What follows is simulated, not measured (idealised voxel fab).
The process module presented herein is designated voxel lift off.
Square cell edge 5 nm, section width 220 nm, ID cut.
Cross-section layout: square cells on a grid; listed as bands, top to bottom; a band spans one or more cell rows. Per band: top height and bottom height in nm, followed by the left-to-right materials and their widths in nm; "full width" marks a single material spanning edge to edge, "air" marks empty space. Where do heights start? At 0: under that level the wafer as delivered is made of one material only. And the lowest band has no floor; it just carries on downward, as in "from 0 down". A width given as "30 to 40" starts at the first number in the band's top row and ends at the second number in its bottom row, shifting by an equal amount at every step from row to row. Key: "everything unchanged" - step with no changed cell in the cross-section. This entry, "Trapped cavities", enumerates those empty regions of no fewer than 8 cells that possess no open connection to the top. Each region is reported in the form width x height at distance, the distance being taken from the left edge, with all three quantities expressed in nm. Heads up: the bit after the settings on a step's line is the simulator's remark on that step. overlay nm: how far to the right of its planned place the mask lay on this masked step (negative: to the left).
The planned process steps are enumerated hereunder:
step 1: RECEIVE (material Si)
step 2: CONFORMAL_DEP (material SiN; thk nm 15)
step 3: PATTERN (tone open; mask id LINES; material resist; width nm 25; pitch nm 40; thk nm 20; overlay nm 0)
step 4: DIRECTIONAL_DEP (material Ru; thk nm 5)
step 5: STRIP (etch materials resist)
step 6: CONFORMAL_DEP (material SiN; thk nm 5)
This is the cross-section of the wafer as we received it, i.e. after step 1:
    from 0 down: Si full width
    Trapped cavities: none
End-of-module cross-section of the first of two wafers, processed as planned:
    from 25 to 20: 50 nm air / 35 nm SiN / 5 nm air / 35 nm SiN / 5 nm air / 35 nm SiN / 55 nm air
    from 20 to 15: 55 nm SiN / 25 nm Ru / 15 nm SiN / 25 nm Ru / 15 nm SiN / 25 nm Ru / 60 nm SiN
    from 15 to 0: SiN full width
    from 0 down: Si full width
    Trapped cavities: none
This cross-section belongs to the second wafer of two at the end of the module; the start and the plan were shared with the first, and the run included one mistake:
    from 20 to 15: 55 nm air / 25 nm Ru / 15 nm air / 25 nm Ru / 15 nm air / 25 nm Ru / 60 nm air
    from 15 to 0: SiN full width
    from 0 down: Si full width
    Trapped cavities: none
Short version of what went wrong: step 6 of the plan was bypassed and not carried out
Final cells, second wafer relative to first, materials higher or lower: -50 SiN
